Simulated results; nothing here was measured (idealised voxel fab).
Herein follows the process module entitled voxel spacer lines.
Pictured: cross-section cut, 175 nm wide, on a grid of 5 nm square cells.
Cross-section spec: square-cell grid; bands listed top down; each band is one or more rows. In this notation a band is specified by the heights of its top and bottom, in that order and in nm, after which its materials appear from left to right, each paired with its width in nm. The word "full width" attached to a single material means that material fills the band from edge to edge; the word "blank" stands for empty space. Zero point of the height axis is 0; under it, received wafer = one material. Lowest band: continues down indefinitely, "0..down". Quick explanation for "30 to 40": the width changes in equal steps down the rows of cells, from the first number in the band's top row to the second number in its bottom row. Where the words "identical to before" appear for a step, the cross-section shows no cell changed by that step; every cell remained as before. What "Listed closed voids" gives you is every empty space of 8 cells or more that is cut off from the top. Each appears as width x height at distance, with the distance taken from the left edge and width, height and distance all in nm. Whatever follows a step's settings on its line is a remark the simulator itself makes about that step. A step line may carry the setting "overlay nm", which, for steps involving a mask, states the distance by which the mask lay to the right of its intended position; negative values denote displacement to the left.
-- Here's what the planned process steps look like
1. RECEIVE: material Si
2. CONFORMAL_DEP: material Al2O3, thk nm 10
3. DIRECTIONAL_DEP: material W, thk nm 15
4. DIRECTIONAL_DEP: material polySi, thk nm 25
5. PATTERN: tone cover, mask id MANDREL, material resist, width nm 15, pitch nm 60, thk nm 30, overlay nm 0
6. DIRECTIONAL_ETCH: etch materials polySi, depth nm 25
7. STRIP: etch materials resist
8. CONFORMAL_DEP: material SiN, thk nm 10
9. DIRECTIONAL_ETCH: etch materials SiN, depth nm 10
10. STRIP: etch materials polySi
11. DIRECTIONAL_ETCH: etch materials W, depth nm 15
12. STRIP: etch materials SiN
13. FILL_DEP: material SiO2, thk nm 10
14. CMP: height nm 25
For this document, wafers share an identical start and vary in the step 5 width nm; the plan quotes the first wafer's value.
-- Cross-section, first of several wafers, as delivered after step 1
0..down = Si full width
Listed closed voids: none
-- Once step 14, the last step, is complete, the module is at its end; this is the cross-section of the first of several wafers
25..10 = 10 of SiO2  10 of W  15 of SiO2  10 of W  25 of SiO2  10 of W  15 of SiO2  10 of W  25 of SiO2  10 of W  15 of SiO2  10 of W  10 of SiO2
10..0 = Al2O3 full width
0..down = Si full width
Listed closed voids: none
-- Final wafer of several, shown in cross-section at the end of the module
25..10 = 5 of SiO2  10 of W  25 of SiO2  10 of W  15 of SiO2  10 of W  25 of SiO2  10 of W  15 of SiO2  10 of W  25 of SiO2  10 of W  5 of SiO2
10..0 = Al2O3 full width
0..down = Si full width
Listed closed voids: none
-- Below: a row per wafer. Contents at end of module: for every material, cells gained since receipt (+) or lost since receipt (-); then closed voids
width nm 15 | +70 Al2O3 | +69 SiO2 | +36 W | Listed closed voids: none
width nm 20 | +70 Al2O3 | +69 SiO2 | +36 W | Listed closed voids: none
width nm 25 | +70 Al2O3 | +69 SiO2 | +36 W | Listed closed voids: none
